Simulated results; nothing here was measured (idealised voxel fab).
The following process module bears the name voxel gate over fins.
Displayed cross-section: cut, width of 250 nm, square cells sized 5 nm.
Think of the cross-section as a grid of square cells. We describe it in bands, top to bottom, and each band covers one or more rows of those cells.
Each band's line starts with the height of the band's top and of its bottom, in nm. Then come its materials from left to right, each with its width in nm. One material with "full width" fills the band from edge to edge. "air" is empty space.
Measure heights from 0. That's the level where, below it, the as-received wafer is all one material. The lowest band is bottomless and extends downward; write it as in "from 0 down".
Quick explanation for "30->40": the width changes in equal steps down the rows of cells, from the first number in the band's top row to the second number in its bottom row.
"nothing was modified" -> step changed no cross-section cell.
Voids not open to the top, 8 cells minimum: see "Enclosed void listing". Written width x height at distance; distance is from the left edge; nm.
Whatever follows a step's settings on its line is a remark the simulator itself makes about that step.
Steps that use a mask can have "overlay nm" on their line. It says how far the mask sat to the right of where it was meant to be. Negative means to the left.
Here's what the planned process steps look like:
| 1 | op RECEIVE | material Si |
| 2 | op CONFORMAL_DEP | material SiN | thk nm 5 |
| 3 | op PATTERN | tone cover | mask id FINS | material resist | width nm 15 | pitch nm 35 | thk nm 15 | overlay nm 0 |
| 4 | op DIRECTIONAL_ETCH | etch materials SiN | depth nm 5 |
| 5 | op DIRECTIONAL_ETCH | etch materials Si | depth nm 40 |
| 6 | op STRIP | etch materials resist |
| 7 | op FILL_DEP | material SiO2 | thk nm 15 |
| 8 | op CMP | height nm 5 |
| 9 | op SELECTIVE_ETCH | etch materials SiO2 | depth nm 15 |
| 10 | op STRIP | etch materials SiN |
| 11 | op CONFORMAL_DEP | material HfO2 | thk nm 5 |
| 12 | op CONFORMAL_DEP | material TiN | thk nm 5 |
| 13 | op FILL_DEP | material W | thk nm 10 |
| 14 | op CMP | height nm 15 |
| 15 | op CONFORMAL_DEP | material SiCN | thk nm 5 |
So this is the incoming wafer in cross-section - it's already been through step 1:
from 0 down = Si full width
Enclosed void listing: none
The first of two wafers, cross-sectioned at the end of the module, with the run proceeding as planned:
from 20 to 15 = SiCN full width
from 15 to 10 = W full width
from 10 to 5 = W (70), then TiN (105), then W (75)
from 5 to 0 = W (70), then TiN (5), then HfO2 (25), then TiN (10), then HfO2 (25), then TiN (10), then HfO2 (25), then TiN (5), then W (75)
from 0 to -5 = TiN (75), then HfO2 (5), then Si (15), then HfO2 (5), then TiN (10), then HfO2 (5), then Si (15), then HfO2 (5), then TiN (10), then HfO2 (5), then Si (15), then HfO2 (5), then TiN (80)
from -5 to -10 = HfO2 (80), then Si (15), then HfO2 (20), then Si (15), then HfO2 (20), then Si (15), then HfO2 (85)
from -10 to -40 = SiO2 (80), then Si (15), then SiO2 (20), then Si (15), then SiO2 (20), then Si (15), then SiO2 (85)
from -40 down = Si full width
Enclosed void listing: none
End-of-module cross-section of the second wafer: identical starting point and process plan to the first, with one processing mistake:
from 20 to 15 = SiCN full width
from 15 to 10 = W full width
from 10 to 5 = TiN full width
from 5 to 0 = HfO2 (85), then TiN (5), then HfO2 (30), then TiN (5), then HfO2 (30), then TiN (5), then HfO2 (90)
from 0 to -5 = Si (80), then HfO2 (5), then TiN (5), then HfO2 (5), then Si (20), then HfO2 (5), then TiN (5), then HfO2 (5), then Si (20), then HfO2 (5), then TiN (5), then HfO2 (5), then Si (85)
from -5 to -10 = Si (80), then HfO2 (15), then Si (20), then HfO2 (15), then Si (20), then HfO2 (15), then Si (85)
from -10 to -40 = Si (80), then SiO2 (15), then Si (20), then SiO2 (15), then Si (20), then SiO2 (15), then Si (85)
from -40 down = Si full width
Enclosed void listing: none
Heads up, the wafer didn't run the way we planned it: step 3 was not run as planned; what actually ran was op PATTERN | tone open | mask id FINS | material resist | width nm 15 | pitch nm 35 | thk nm 15 | overlay nm 0
The final cell counts differ between the wafers, with the second having more or fewer of some materials than the first: +256 Si | -192 SiO2 | -6 TiN | -58 W
